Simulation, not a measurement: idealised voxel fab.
This section sets out a process module, namely voxel self aligned contacts.
Each square cell in cross-section cut measures 5 nm, and the section as a whole is 180 nm wide.
Square cells in a grid make up a cross-section in this document, and the grid is given as bands, listed from the top down, each one or more rows of cells. For a band, the entry starts with two heights in nm, that of the top and then that of the bottom, and carries on with the band's materials in order from left to right, each alongside its width in nm; the word "all across" beside a single material means it fills the band edge to edge, and "empty" means empty space. Ref level 0: as-received wafer is one material below here. Bottom band extends down with no lower bound ("from 0 down"). Read "30..40" as a graded width: first number on top, second number at the bottom, same change between each pair of neighbouring rows. Reading "no change occurred" for a step: not a cell of the cross-section changed in it. Fully sealed voids: empty space of 8 cells or more with no open way to the top, each as width x height at its distance from the left edge, in nm. On each step's line, the part that comes after the settings is the simulator's own comment on the step. What "overlay nm" on a step's line means: if the step has a mask, that mask lay this far to the right of its planned place, or, when the value is negative, to the left.
**Planned step list for the process**
1. RECEIVE with material Si
2. CONFORMAL_DEP with material SiO2, thk nm 5
3. DIRECTIONAL_DEP with material polySi, thk nm 25
4. DIRECTIONAL_DEP with material SiN, thk nm 20
5. PATTERN with tone cover, mask id GATE, material resist, width nm 25, pitch nm 65, thk nm 20, overlay nm 0
6. DIRECTIONAL_ETCH with etch materials SiN, depth nm 20
7. DIRECTIONAL_ETCH with etch materials polySi, depth nm 25
8. STRIP with etch materials resist
9. CONFORMAL_DEP with material SiN, thk nm 10
10. DIRECTIONAL_ETCH with etch materials SiN, depth nm 10
11. FILL_DEP with material SiO2, thk nm 20
12. CMP with height nm 60
13. PATTERN with tone open, mask id CONTACT, material resist, width nm 50, thk nm 15, overlay nm 0
14. DIRECTIONAL_ETCH with etch materials SiO2, depth nm 60
15. STRIP with etch materials resist
16. CONFORMAL_DEP with material TiN, thk nm 5
17. FILL_DEP with material Ru, thk nm 5
18. CMP with height nm 60
19. CONFORMAL_DEP with material SiCN, thk nm 5
**Cross-section of the incoming wafer, state after step 1**
	from 0 down: Si all across
	Fully sealed voids: none
**First of two wafers: cross-section at end of module, run per plan**
	from 65 to 60: SiCN all across
	from 60 to 50: SiO2: 65; TiN: 5..20; Ru: 40..10; TiN: 5..20; SiO2: 65
	from 50 to 30: SiO2: 35; SiN: 45; TiN: 5; Ru: 10; TiN: 5; SiN: 45; SiO2: 35
	from 30 to 5: SiO2: 35; SiN: 10; polySi: 25; SiN: 10; TiN: 5; Ru: 10; TiN: 5; SiN: 10; polySi: 25; SiN: 10; SiO2: 35
	from 5 to 0: SiO2: 80; TiN: 20; SiO2: 80
	from 0 down: Si all across
	Fully sealed voids: none
**second wafer at the end: like start, like plan, one mistake**
	from 65 to 60: SiCN all across
	from 60 to 50: SiO2: 55; TiN: 5..30; Ru: 40..10; TiN: 5..10; SiO2: 75
	from 50 to 30: SiO2: 35; SiN: 45; TiN: 5; Ru: 10; TiN: 5; SiN: 45; SiO2: 35
	from 30 to 5: SiO2: 35; SiN: 10; polySi: 25; SiN: 10; TiN: 5; Ru: 10; TiN: 5; SiN: 10; polySi: 25; SiN: 10; SiO2: 35
	from 5 to 0: SiO2: 80; TiN: 20; SiO2: 80
	from 0 down: Si all across
	Fully sealed voids: none
What broke from the plan during processing? step 13 went in with a setting other than planned; the actual run was PATTERN with tone open, mask id CONTACT, material resist, width nm 50, thk nm 15, overlay nm -10
At the end, the second wafer has the same number of cells of each material as the first, but those cells sit in other places.
